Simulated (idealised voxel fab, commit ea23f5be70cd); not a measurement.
process module | voxel capacitor over wiring
cross-section cut | 250 nm wide | cells 5 nm
A cross-section is a grid of square cells, given in bands from the top down. A band is one or more rows of cells.
Each band's line starts with the height of the band's top and of its bottom, in nm. Then come its materials from left to right, each with its width in nm. One material with "throughout" fills the band from edge to edge. "air" is empty space.
Height 0 is the level under which the wafer as received is all one material. The lowest band goes on downwards, as in "0 down".
A width such as "30 to 40" changes by the same amount from each row of cells to the next, from the band's top row to its bottom row.
"no change" after a step means that no cell of the cross-section changed.
closed voids: empty space of 8 cells or more with no open way to the top, each as width x height at its distance from the left edge, in nm
after a step's settings: what the simulator itself notes on the step
overlay nm, on a step with a mask: how far to the right of its planned place the mask lay; to the left if negative
plan
1 op RECEIVE | material Si
2 op CONFORMAL_DEP | material SiO2 | thk nm 10
3 op CONFORMAL_DEP | material SiCN | thk nm 5
4 op DIRECTIONAL_DEP | material lowk | thk nm 20
5 op PATTERN | tone open | mask id METAL_1 | material resist | width nm 30 | pitch nm 100 | thk nm 15 | overlay nm 0
6 op DIRECTIONAL_ETCH | etch materials lowk | depth nm 20
7 op DIRECTIONAL_ETCH | etch materials SiCN | depth nm 5
8 op STRIP | etch materials resist
9 op CONFORMAL_DEP | material TiN | thk nm 5
10 op FILL_DEP | material W | thk nm 5
11 op CMP | height nm 35
12 op CONFORMAL_DEP | material SiCN | thk nm 5
13 op DIRECTIONAL_DEP | material lowk | thk nm 10
14 op PATTERN | tone open | mask id PLUG_1 | material resist | width nm 15 | thk nm 20 | overlay nm 0
15 op DIRECTIONAL_ETCH | etch materials lowk | depth nm 10
16 op DIRECTIONAL_ETCH | etch materials SiCN | depth nm 5
17 op STRIP | etch materials resist
18 op EPI | material Ru | thk nm 10
19 op EPI | material Ru | thk nm 5
20 op DIRECTIONAL_DEP | material TiN | thk nm 5
21 op DIRECTIONAL_DEP | material HfO2 | thk nm 5
22 op DIRECTIONAL_DEP | material TiN | thk nm 10
23 op DIRECTIONAL_DEP | material aC | thk nm 10
24 op PATTERN | tone cover | mask id UPPER_PLATE | material resist | width nm 75 | thk nm 30 | overlay nm 0
25 op DIRECTIONAL_ETCH | etch materials aC | depth nm 10
26 op STRIP | etch materials resist
27 op DIRECTIONAL_ETCH | etch materials TiN | depth nm 10
28 op DIRECTIONAL_ETCH | etch materials HfO2 | depth nm 5
29 op STRIP | etch materials aC
30 op DIRECTIONAL_DEP | material aC | thk nm 15
31 op PATTERN | tone cover | mask id LOWER_PLATE | material resist | width nm 85 | thk nm 30 | overlay nm 0
32 op DIRECTIONAL_ETCH | etch materials aC | depth nm 15
33 op STRIP | etch materials resist
34 op DIRECTIONAL_ETCH | etch materials TiN | depth nm 5
35 op STRIP | etch materials aC
36 op FILL_DEP | material SiO2 | thk nm 15
37 op CMP | height nm 80
38 op DIRECTIONAL_DEP | material aC | thk nm 10
39 op PATTERN | tone open | mask id PLUG_2 | material resist | width nm 15 | thk nm 25 | overlay nm 0
40 op DIRECTIONAL_ETCH | etch materials aC | depth nm 10
41 op STRIP | etch materials resist
42 op DIRECTIONAL_ETCH | etch materials SiO2 | depth nm 10
43 op STRIP | etch materials aC
44 op CONFORMAL_DEP | material TiN | thk nm 5
45 op FILL_DEP | material W | thk nm 5
46 op CMP | height nm 80
47 op CONFORMAL_DEP | material SiCN | thk nm 5
as received, after step 1
  0 down: Si throughout
  closed voids: none
a wafer at the end: this start, this plan, one mistake
  85 to 80: W throughout
  80 to 75: SiO2 85 | TiN 5 | W 5 | TiN 5 | SiO2 150
  75 to 70: SiO2 85 | TiN 15 | SiO2 150
  70 to 60: SiO2 75 | TiN 75 | SiO2 100
  60 to 55: SiO2 75 | HfO2 75 | SiO2 100
  55 to 50: SiO2 70 | TiN 85 | SiO2 95
  50 to 40: lowk 75 | Ru 15 | lowk 160
  40 to 35: SiCN 75 | Ru 15 | SiCN 160
  35 to 15: lowk 60 | TiN 5 | W 20 | TiN 5 | lowk 70 | TiN 5 | W 20 | TiN 5 | lowk 60
  15 to 10: SiCN 60 | TiN 30 | SiCN 70 | TiN 30 | SiCN 60
  10 to 0: SiO2 throughout
  0 down: Si throughout
  closed voids: none
what went wrong: step 47 ran as: op CONFORMAL_DEP | material W | thk nm 5
